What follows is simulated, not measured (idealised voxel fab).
Name of the process module below: voxel plated lines
Xsec cut, 300 nm wide, square cell size 5 nm.
Heads up, the way a cross-section reads in here is a grid of square cells, handed over as bands from the top down, with every band being one or more rows of cells.
Quick guide to a band line: top height, bottom height (nm) up front; then every material left to right with its width in nm. Only one material and it's marked "everywhere"? Then it fills the band edge to edge. And "empty" just means empty space.
The reference from which all heights are counted is 0, the level beneath which the as-received wafer is entirely one material; the lowest band, having no lower bound, proceeds downward and is written after the example "0 and below".
Graded width ("30 to 40"): value in top row of band = first number; value in bottom row = second number; row-to-row change constant.
Any step labelled "no alteration" changed none of the cells in the cross-section.
The label "Closed internal voids" introduces a list of the empty spaces, 8 cells or larger, that have no open way up to the top; each entry in it reads width x height at distance, where the distance is taken from the left edge and all three are stated in nm.
The remark found on a step's line after its settings is issued by the simulator itself and pertains to that step.
Among the settings permitted on a step's line is "overlay nm"; applied to a step with a mask, it specifies the extent to which the mask lay to the right of its planned position, whereas a negative figure signifies a position to the left.

The process steps that were planned are listed below:
1 RECEIVE [material Si]
2 CONFORMAL_DEP [material Al2O3] [thk nm 15]
3 DIRECTIONAL_DEP [material TiN] [thk nm 5]
4 PATTERN [tone open] [mask id LINES] [material resist] [width nm 25] [pitch nm 55] [thk nm 35] [overlay nm 0]
5 EPI [material Ru] [thk nm 5]
6 EPI [material Ru] [thk nm 5]
7 EPI [material Ru] [thk nm 5]
8 STRIP [etch materials resist]
9 DIRECTIONAL_ETCH [etch materials TiN] [depth nm 5]
10 CONFORMAL_DEP [material SiN] [thk nm 10]

as received, after step 1:
- 0 and below  Si everywhere
- Closed internal voids: none

First wafer of two, sectioned at end of module; run went per plan:
- 45 down to 35  100 nm empty / 45 nm SiN / 10 nm empty / 45 nm SiN / 100 nm empty
- 35 down to 25  100 nm empty / 10 nm SiN / 25 nm Ru / 10 nm SiN / 10 nm empty / 10 nm SiN / 25 nm Ru / 10 nm SiN / 100 nm empty
- 25 down to 20  110 nm SiN / 25 nm Ru / 30 nm SiN / 25 nm Ru / 110 nm SiN
- 20 down to 15  110 nm SiN / 25 nm TiN / 30 nm SiN / 25 nm TiN / 110 nm SiN
- 15 down to 0  Al2O3 everywhere
- 0 and below  Si everywhere
- Closed internal voids: none

Wafer two, sectioned after the module: the first wafer's start, the first wafer's plan, and one mistake in how it was run:
- 45 down to 35  120 nm SiN / 5 nm empty / 50 nm SiN / 5 nm empty / 120 nm SiN
- 35 down to 25  110 nm Ru / 10 nm SiN / 5 nm empty / 10 nm SiN / 30 nm Ru / 10 nm SiN / 5 nm empty / 10 nm SiN / 110 nm Ru
- 25 down to 20  110 nm Ru / 25 nm SiN / 30 nm Ru / 25 nm SiN / 110 nm Ru
- 20 down to 15  110 nm TiN / 25 nm SiN / 30 nm TiN / 25 nm SiN / 110 nm TiN
- 15 down to 0  Al2O3 everywhere
- 0 and below  Si everywhere
- Closed internal voids: none
Misprocessing identified: so step 4 ended up running with a different setting than we planned, it ran as PATTERN [tone cover] [mask id LINES] [material resist] [width nm 25] [pitch nm 55] [thk nm 35] [overlay nm 0]
Per the end-of-run cell counts, the second wafer holds more or fewer of some materials than the first: 120 more of Ru, 40 more of TiN
